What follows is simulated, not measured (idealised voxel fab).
This section sets out a process module, namely voxel capacitor over wiring.
The width of the displayed cross-section, cut, is 190 nm; its cells are square, with a size of 5 nm.
Each cross-section below is a grid of square cells, stated as bands in top-down order, with one or more rows of cells making up each band.
For a band, the entry starts with two heights in nm, that of the top and then that of the bottom, and carries on with the band's materials in order from left to right, each alongside its width in nm; the word "all across" beside a single material means it fills the band edge to edge, and "air" means empty space.
All heights in this document are referenced to 0, defined as the level beneath which the wafer, as received, consists entirely of one material. The lowest band is not bounded below; it extends indefinitely downward and is written in the form "from 0 down".
Graded width ("30..40"): value in top row of band = first number; value in bottom row = second number; row-to-row change constant.
The cross-section has no changed cell in any step marked "identical to before".
Listed in "Fully sealed voids": every empty space of 8 or more cells without an open way to the top. Form: width x height at distance, the distance being from the left edge, all in nm.
Step line, after settings: the simulator's comment on this step.
Regarding "overlay nm": on a step with a mask, it is the distance the mask lay to the right of its planned place; a negative value places it to the left.
PROCESS STEPS - PLAN
1: op RECEIVE | material Si
2: op CONFORMAL_DEP | material SiO2 | thk nm 10
3: op DIRECTIONAL_DEP | material TiN | thk nm 5
4: op DIRECTIONAL_DEP | material W | thk nm 15
5: op DIRECTIONAL_DEP | material aC | thk nm 10
6: op PATTERN | tone cover | mask id METAL_1 | material resist | width nm 30 | pitch nm 100 | thk nm 25 | overlay nm 0
7: op DIRECTIONAL_ETCH | etch materials aC | depth nm 10
8: op STRIP | etch materials resist
9: op DIRECTIONAL_ETCH | etch materials W | depth nm 15
10: op DIRECTIONAL_ETCH | etch materials TiN | depth nm 5
11: op STRIP | etch materials aC
12: op FILL_DEP | material SiO2 | thk nm 10
13: op CMP | height nm 30
14: op CONFORMAL_DEP | material SiCN | thk nm 5
15: op DIRECTIONAL_DEP | material SiO2 | thk nm 20
16: op PATTERN | tone open | mask id PLUG_1 | material resist | width nm 15 | thk nm 15 | overlay nm 0
17: op DIRECTIONAL_ETCH | etch materials SiO2 | depth nm 20
18: op DIRECTIONAL_ETCH | etch materials SiCN | depth nm 5
19: op STRIP | etch materials resist
20: op EPI | material Ru | thk nm 10
21: op EPI | material Ru | thk nm 10
22: op EPI | material Ru | thk nm 5
23: op DIRECTIONAL_DEP | material TiN | thk nm 5
24: op DIRECTIONAL_DEP | material HfO2 | thk nm 5
25: op DIRECTIONAL_DEP | material TiN | thk nm 10
26: op DIRECTIONAL_DEP | material aC | thk nm 10
27: op PATTERN | tone cover | mask id UPPER_PLATE | material resist | width nm 75 | thk nm 30 | overlay nm 0
28: op DIRECTIONAL_ETCH | etch materials aC | depth nm 10
29: op STRIP | etch materials resist
30: op DIRECTIONAL_ETCH | etch materials TiN | depth nm 10
31: op DIRECTIONAL_ETCH | etch materials HfO2 | depth nm 5
32: op STRIP | etch materials aC
33: op DIRECTIONAL_DEP | material aC | thk nm 10
34: op PATTERN | tone cover | mask id LOWER_PLATE | material resist | width nm 85 | thk nm 25 | overlay nm 0
35: op DIRECTIONAL_ETCH | etch materials aC | depth nm 10
36: op STRIP | etch materials resist
37: op DIRECTIONAL_ETCH | etch materials TiN | depth nm 5
38: op STRIP | etch materials aC
39: op FILL_DEP | material SiO2 | thk nm 15
40: op CMP | height nm 85
41: op DIRECTIONAL_DEP | material aC | thk nm 15
42: op PATTERN | tone open | mask id PLUG_2 | material resist | width nm 15 | thk nm 35 | overlay nm 0
43: op DIRECTIONAL_ETCH | etch materials aC | depth nm 15
44: op STRIP | etch materials resist
45: op DIRECTIONAL_ETCH | etch materials SiO2 | depth nm 10
46: op STRIP | etch materials aC
47: op CONFORMAL_DEP | material TiN | thk nm 5
48: op FILL_DEP | material Ru | thk nm 5
49: op CMP | height nm 85
50: op CONFORMAL_DEP | material SiN | thk nm 5
SO THIS IS THE INCOMING WAFER IN CROSS-SECTION - IT'S ALREADY BEEN THROUGH STEP 1
from 0 down = Si all across
Fully sealed voids: none
CROSS-SECTIONAL IMAGE OF THE FIRST OF TWO WAFERS AT THE END OF THE MODULE, THE RUN HAVING PROCEEDED AS PLANNED
from 90 to 85 = SiN all across
from 85 to 80 = SiO2: 55 | TiN: 5 | Ru: 5 | TiN: 5 | SiO2: 120
from 80 to 75 = SiO2: 55 | TiN: 15 | SiO2: 120
from 75 to 65 = SiO2: 45 | TiN: 75 | SiO2: 70
from 65 to 60 = SiO2: 45 | HfO2: 75 | SiO2: 70
from 60 to 55 = SiO2: 40 | TiN: 85 | SiO2: 65
from 55 to 35 = SiO2: 45 | Ru: 15 | SiO2: 130
from 35 to 30 = SiCN: 45 | Ru: 15 | SiCN: 130
from 30 to 15 = SiO2: 30 | W: 30 | SiO2: 70 | W: 30 | SiO2: 30
from 15 to 10 = SiO2: 30 | TiN: 30 | SiO2: 70 | TiN: 30 | SiO2: 30
from 10 to 0 = SiO2 all across
from 0 down = Si all across
Fully sealed voids: none
WAFER TWO, SECTIONED AFTER THE MODULE: THE FIRST WAFER'S START, THE FIRST WAFER'S PLAN, AND ONE MISTAKE IN HOW IT WAS RUN
from 90 to 85 = SiN all across
from 85 to 80 = SiO2: 55 | TiN: 5 | Ru: 5 | TiN: 5 | SiO2: 120
from 80 to 75 = SiO2: 55 | TiN: 15 | SiO2: 120
from 75 to 65 = SiO2: 45 | TiN: 75 | SiO2: 70
from 65 to 60 = SiO2: 45 | HfO2: 75 | SiO2: 70
from 60 to 55 = SiO2: 40 | TiN: 85 | SiO2: 65
from 55 to 35 = SiO2: 45 | Ru: 15 | SiO2: 130
from 35 to 30 = SiCN: 45 | Ru: 15 | SiCN: 130
from 30 to 15 = SiO2: 30 | W: 30 | SiO2: 70 | W: 30 | SiO2: 30
from 15 to 5 = SiO2 all across
from 5 to 0 = TiN all across
from 0 down = Si all across
Fully sealed voids: none
Heads up, the wafer didn't run the way we planned it: swap of plan steps 2 and 3 during execution
The second wafer ends with more or fewer cells of some materials than the first, per final count: -26 SiO2 | +26 TiN
